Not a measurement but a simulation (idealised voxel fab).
Proc. module: voxel wiring stack
For reference, the cross-section in this document is cut, with width 250 nm and square cells of 5 nm.
Bands, listed from the top down, are how a cross-section gets written in this document; the cross-section itself is a grid of square cells, and a band is one or more rows of them. Per band: top height and bottom height in nm, followed by the left-to-right materials and their widths in nm; "throughout" marks a single material spanning edge to edge, "air" marks empty space. Heights are measured from 0, the level below which the as-received wafer is all one material; the lowest band has no bottom and continues downward, written as in "0 and below". A width given as "30 to 40" starts at the first number in the band's top row and ends at the second number in its bottom row, shifting by an equal amount at every step from row to row. "changes: none" -> step changed no cross-section cell. "Closed void register" specifies each empty space that is not open to the top and that occupies no fewer than 8 cells, using the form width x height at distance, the distance measured from the left edge and all three quantities in nm. Post-settings text on a step line: simulator's own remark regarding the step. "overlay nm" answers the question of how far to the right of plan the mask lay on a step that has a mask, and when it is negative the answer is to the left.

So here's the lineup of process steps we planned
1: RECEIVE | material Si
2: CONFORMAL_DEP | material SiO2 | thk nm 10
3: CONFORMAL_DEP | material SiN | thk nm 5
4: DIRECTIONAL_DEP | material SiO2 | thk nm 20
5: DIRECTIONAL_DEP | material aC | thk nm 10
6: PATTERN | tone open | mask id METAL_1 | material resist | width nm 20 | pitch nm 40 | thk nm 25 | overlay nm 0
7: DIRECTIONAL_ETCH | etch materials aC | depth nm 10
8: STRIP | etch materials resist
9: DIRECTIONAL_ETCH | etch materials SiO2 | depth nm 20
10: DIRECTIONAL_ETCH | etch materials SiN | depth nm 5
11: STRIP | etch materials aC
12: CONFORMAL_DEP | material TiN | thk nm 5
13: FILL_DEP | material Cu | thk nm 5
14: CMP | height nm 35
15: CONFORMAL_DEP | material SiCN | thk nm 5
16: DIRECTIONAL_DEP | material lowk | thk nm 30
17: MASKED_ETCH | tone open | mask id METAL_2 | width nm 20 | pitch nm 40 | etch materials lowk | depth nm 20 | overlay nm -15
18: PATTERN | tone open | mask id METAL_2_HOLES | material resist | width nm 15 | pitch nm 40 | thk nm 20 | overlay nm 0
19: DIRECTIONAL_ETCH | etch materials lowk | depth nm 10
20: DIRECTIONAL_ETCH | etch materials SiCN | depth nm 5
21: STRIP | etch materials resist
22: CONFORMAL_DEP | material TiN | thk nm 5
23: FILL_DEP | material Cu | thk nm 10
24: CMP | height nm 70
25: CONFORMAL_DEP | material SiCN | thk nm 5
26: DIRECTIONAL_DEP | material lowk | thk nm 10
27: DIRECTIONAL_DEP | material aC | thk nm 15
28: PATTERN | tone open | mask id PLUG_2 | material resist | width nm 15 | thk nm 35 | overlay nm 0
29: DIRECTIONAL_ETCH | etch materials aC | depth nm 15
30: STRIP | etch materials resist
31: DIRECTIONAL_ETCH | etch materials lowk | depth nm 10
32: DIRECTIONAL_ETCH | etch materials SiCN | depth nm 5
33: STRIP | etch materials aC
34: EPI | material Ru | thk nm 10
35: EPI | material Ru | thk nm 5
36: CONFORMAL_DEP | material SiCN | thk nm 5
37: DIRECTIONAL_DEP | material lowk | thk nm 20
38: PATTERN | tone open | mask id METAL_3 | material resist | width nm 20 | pitch nm 40 | thk nm 15 | overlay nm 0
39: DIRECTIONAL_ETCH | etch materials lowk | depth nm 20
40: DIRECTIONAL_ETCH | etch materials SiCN | depth nm 5
41: STRIP | etch materials resist
42: CONFORMAL_DEP | material TiN | thk nm 5
43: FILL_DEP | material Cu | thk nm 5
44: CMP | height nm 110
45: EPI | material Ru | thk nm 5
46: FILL_DEP | material SiCN | thk nm 5
47: DIRECTIONAL_DEP | material SiO2 | thk nm 10
48: DIRECTIONAL_DEP | material aC | thk nm 10
49: PATTERN | tone open | mask id PLUG_3 | material resist | width nm 15 | pitch nm 40 | thk nm 30 | overlay nm 0
50: DIRECTIONAL_ETCH | etch materials aC | depth nm 10
51: STRIP | etch materials resist
52: DIRECTIONAL_ETCH | etch materials SiO2 | depth nm 10
53: DIRECTIONAL_ETCH | etch materials SiCN | depth nm 5
54: STRIP | etch materials aC
55: EPI | material Ru | thk nm 10
56: EPI | material Ru | thk nm 5
57: CONFORMAL_DEP | material SiN | thk nm 5
58: DIRECTIONAL_DEP | material SiO2 | thk nm 15
59: MASKED_ETCH | tone open | mask id METAL_4 | width nm 20 | pitch nm 40 | etch materials SiO2 | depth nm 15 | overlay nm 0
60: MASKED_ETCH | tone open | mask id METAL_4 | width nm 20 | pitch nm 40 | etch materials SiN | depth nm 5 | overlay nm 0
61: CONFORMAL_DEP | material TiN | thk nm 5
62: FILL_DEP | material W | thk nm 10
63: CMP | height nm 150
64: EPI | material Ru | thk nm 5
65: FILL_DEP | material SiCN | thk nm 5
Be aware that, although all wafers share a common starting state, the overlay nm at step 17 differs among them, and the plan displays the first wafer's value.

The first of several wafers, as received after step 1, seen in section
    0 and below = Si throughout
    Closed void register: none

Here is the cross-section of the first of several wafers at the end of the module, after its last step, step 65
    160 down to 155 = SiCN throughout
    155 down to 150 = 90 SiCN; 30 Ru; 10 SiCN; 30 Ru; 90 SiCN
    150 down to 135 = 95 SiO2; 5 TiN; 10 W; 5 TiN; 20 SiO2; 5 TiN; 10 W; 5 TiN; 95 SiO2
    135 down to 130 = 95 SiN; 20 TiN; 20 SiN; 20 TiN; 95 SiN
    130 down to 120 = 95 SiO2; 15 Ru; 25 SiO2; 15 Ru; 100 SiO2
    120 down to 110 = 95 to 90 SiCN; 15 to 30 Ru; 25 to 10 SiCN; 15 to 30 Ru; 100 to 90 SiCN
    110 down to 90 = 95 lowk; 5 TiN; 10 Cu; 5 TiN; 20 lowk; 5 TiN; 10 Cu; 5 TiN; 95 lowk
    90 down to 85 = 95 SiCN; 20 TiN; 20 SiCN; 20 TiN; 95 SiCN
    85 down to 75 = 95 lowk; 15 Ru; 140 lowk
    75 down to 70 = 95 SiCN; 15 Ru; 140 SiCN
    70 down to 60 = 80 lowk; 5 TiN; 20 to 10 Cu; 5 to 15 TiN; 10 lowk; 5 TiN; 20 to 10 Cu; 5 to 15 TiN; 100 lowk
    60 down to 55 = 80 lowk; 5 TiN; 10 Cu; 5 TiN; 20 lowk; 5 TiN; 10 Cu; 5 TiN; 110 lowk
    55 down to 50 = 80 lowk; 20 TiN; 20 lowk; 20 TiN; 110 lowk
    50 down to 40 = 95 lowk; 5 TiN; 35 lowk; 5 TiN; 110 lowk
    40 down to 35 = 95 SiCN; 5 TiN; 35 SiCN; 5 TiN; 110 SiCN
    35 down to 15 = 95 SiO2; 5 TiN; 10 Cu; 5 TiN; 20 SiO2; 5 TiN; 10 Cu; 5 TiN; 95 SiO2
    15 down to 10 = 95 SiN; 20 TiN; 20 SiN; 20 TiN; 95 SiN
    10 down to 0 = SiO2 throughout
    0 and below = Si throughout
    Closed void register: none

Last wafer, end of module, cross-section
    160 down to 155 = SiCN throughout
    155 down to 150 = 90 SiCN; 30 Ru; 10 SiCN; 30 Ru; 90 SiCN
    150 down to 135 = 95 SiO2; 5 TiN; 10 W; 5 TiN; 20 SiO2; 5 TiN; 10 W; 5 TiN; 95 SiO2
    135 down to 130 = 95 SiN; 20 TiN; 20 SiN; 20 TiN; 95 SiN
    130 down to 120 = 95 SiO2; 15 Ru; 25 SiO2; 15 Ru; 100 SiO2
    120 down to 110 = 95 to 90 SiCN; 15 to 30 Ru; 25 to 10 SiCN; 15 to 30 Ru; 100 to 90 SiCN
    110 down to 90 = 95 lowk; 5 TiN; 10 Cu; 5 TiN; 20 lowk; 5 TiN; 10 Cu; 5 TiN; 95 lowk
    90 down to 85 = 95 SiCN; 20 TiN; 20 SiCN; 20 TiN; 95 SiCN
    85 down to 75 = 95 lowk; 15 Ru; 140 lowk
    75 down to 70 = 95 SiCN; 15 Ru; 140 SiCN
    70 down to 60 = 95 lowk; 5 to 20 TiN; 25 to 10 Cu; 5 TiN; 5 lowk; 5 to 20 TiN; 25 to 10 Cu; 5 TiN; 80 lowk
    60 down to 55 = 110 lowk; 5 TiN; 10 Cu; 5 TiN; 20 lowk; 5 TiN; 10 Cu; 5 TiN; 80 lowk
    55 down to 50 = 110 lowk; 20 TiN; 20 lowk; 20 TiN; 80 lowk
    50 down to 40 = lowk throughout
    40 down to 35 = SiCN throughout
    35 down to 15 = 95 SiO2; 5 TiN; 10 Cu; 5 TiN; 20 SiO2; 5 TiN; 10 Cu; 5 TiN; 95 SiO2
    15 down to 10 = 95 SiN; 20 TiN; 20 SiN; 20 TiN; 95 SiN
    10 down to 0 = SiO2 throughout
    0 and below = Si throughout
    Closed void register: none

Heads up, this table goes wafer by wafer. A row tells you, at the end of the module, how many cells of each material that wafer has put on (+) or dropped (-) since it was received, and then its closed voids
overlay nm -15, +48 Cu, +51 Ru, +307 SiCN, +84 SiN, +482 SiO2, +98 TiN, +12 W, +518 lowk, Closed void register: none
overlay nm -10, +46 Cu, +51 Ru, +305 SiCN, +84 SiN, +482 SiO2, +102 TiN, +12 W, +518 lowk, Closed void register: none
overlay nm -5, +50 Cu, +51 Ru, +303 SiCN, +84 SiN, +482 SiO2, +100 TiN, +12 W, +518 lowk, Closed void register: none
overlay nm 0, +50 Cu, +51 Ru, +303 SiCN, +84 SiN, +482 SiO2, +100 TiN, +12 W, +518 lowk, Closed void register: none
overlay nm 5, +46 Cu, +51 Ru, +305 SiCN, +84 SiN, +482 SiO2, +102 TiN, +12 W, +518 lowk, Closed void register: none
overlay nm 10, +48 Cu, +51 Ru, +307 SiCN, +84 SiN, +482 SiO2, +98 TiN, +12 W, +518 lowk, Closed void register: none
overlay nm 15, +50 Cu, +51 Ru, +309 SiCN, +84 SiN, +482 SiO2, +94 TiN, +12 W, +518 lowk, Closed void register: none
